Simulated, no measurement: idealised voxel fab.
process module | voxel self aligned contacts
cross-section cut | 285 nm wide | cells 5 nm
A cross-section is a grid of square cells, given in bands from the top down. A band is one or more rows of cells.
Each band's line starts with the height of the band's top and of its bottom, in nm. Then come its materials from left to right, each with its width in nm. One material with "throughout" fills the band from edge to edge. "air" is empty space.
Height 0 is the level under which the wafer as received is all one material. The lowest band goes on downwards, as in "0 down".
A width such as "30 to 40" changes by the same amount from each row of cells to the next, from the band's top row to its bottom row.
"no change" after a step means that no cell of the cross-section changed.
closed voids: empty space of 8 cells or more with no open way to the top, each as width x height at its distance from the left edge, in nm
after a step's settings: what the simulator itself notes on the step
overlay nm, on a step with a mask: how far to the right of its planned place the mask lay; to the left if negative
plan
1 op RECEIVE | material Si
2 op CONFORMAL_DEP | material SiO2 | thk nm 5
3 op DIRECTIONAL_DEP | material polySi | thk nm 25
4 op DIRECTIONAL_DEP | material SiN | thk nm 15
5 op DIRECTIONAL_DEP | material aC | thk nm 15
6 op PATTERN | tone cover | mask id GATE | material resist | width nm 35 | pitch nm 60 | thk nm 30 | overlay nm 0
7 op DIRECTIONAL_ETCH | etch materials aC | depth nm 15
8 op STRIP | etch materials resist
9 op DIRECTIONAL_ETCH | etch materials SiN | depth nm 15
10 op DIRECTIONAL_ETCH | etch materials polySi | depth nm 25
11 op STRIP | etch materials aC
12 op CONFORMAL_DEP | material SiN | thk nm 5
13 op DIRECTIONAL_ETCH | etch materials SiN | depth nm 5
14 op FILL_DEP | material SiO2 | thk nm 15
15 op CMP | height nm 55
16 op DIRECTIONAL_DEP | material aC | thk nm 15
17 op PATTERN | tone open | mask id CONTACT | material resist | width nm 45 | pitch nm 60 | thk nm 35 | overlay nm 0
18 op DIRECTIONAL_ETCH | etch materials aC | depth nm 15
19 op STRIP | etch materials resist
20 op DIRECTIONAL_ETCH | etch materials SiO2 | depth nm 55
21 op STRIP | etch materials aC
22 op CONFORMAL_DEP | material TiN | thk nm 5
23 op FILL_DEP | material Ru | thk nm 5
24 op CMP | height nm 55
25 op CONFORMAL_DEP | material SiCN | thk nm 5
as received, after step 1
  0 down: Si throughout
  closed voids: none
first wafer at the end, as planned
  60 to 55: SiCN throughout
  55 to 45: SiO2 90 | TiN 5 to 20 | Ru 35 to 5 | TiN 5 to 20 | SiO2 15 | TiN 5 to 20 | Ru 35 to 5 | TiN 5 to 20 | SiO2 90
  45 to 30: SiO2 60 | SiN 45 | TiN 5 | Ru 5 | TiN 5 | SiN 45 | TiN 5 | Ru 5 | TiN 5 | SiN 45 | SiO2 60
  30 to 5: SiO2 60 | SiN 5 | polySi 35 | SiN 5 | TiN 5 | Ru 5 | TiN 5 | SiN 5 | polySi 35 | SiN 5 | TiN 5 | Ru 5 | TiN 5 | SiN 5 | polySi 35 | SiN 5 | SiO2 60
  5 to 0: SiO2 105 | TiN 15 | SiO2 45 | TiN 15 | SiO2 105
  0 down: Si throughout
  closed voids: none
second wafer at the end: like start, like plan, one mistake
  60 to 55: SiCN throughout
  55 to 50: Ru 85 | TiN 5 | SiO2 45 | TiN 5 | Ru 5 | TiN 5 | SiO2 45 | TiN 5 | Ru 85
  50 to 45: Ru 55 | TiN 35 | SiO2 45 | TiN 15 | SiO2 45 | TiN 35 | Ru 55
  45 to 30: Ru 55 | TiN 5 | SiN 45 | SiO2 15 | SiN 45 | SiO2 15 | SiN 45 | TiN 5 | Ru 55
  30 to 5: Ru 55 | TiN 5 | SiN 5 | polySi 35 | SiN 5 | SiO2 15 | SiN 5 | polySi 35 | SiN 5 | SiO2 15 | SiN 5 | polySi 35 | SiN 5 | TiN 5 | Ru 55
  5 to 0: TiN 60 | SiO2 165 | TiN 60
  0 down: Si throughout
  closed voids: none
what went wrong: step 17 ran as: op PATTERN | tone cover | mask id CONTACT | material resist | width nm 45 | pitch nm 60 | thk nm 35 | overlay nm 0
at the end the second wafer has, in cells: 201 more of Ru | 204 fewer of SiO2 | 3 more of TiN
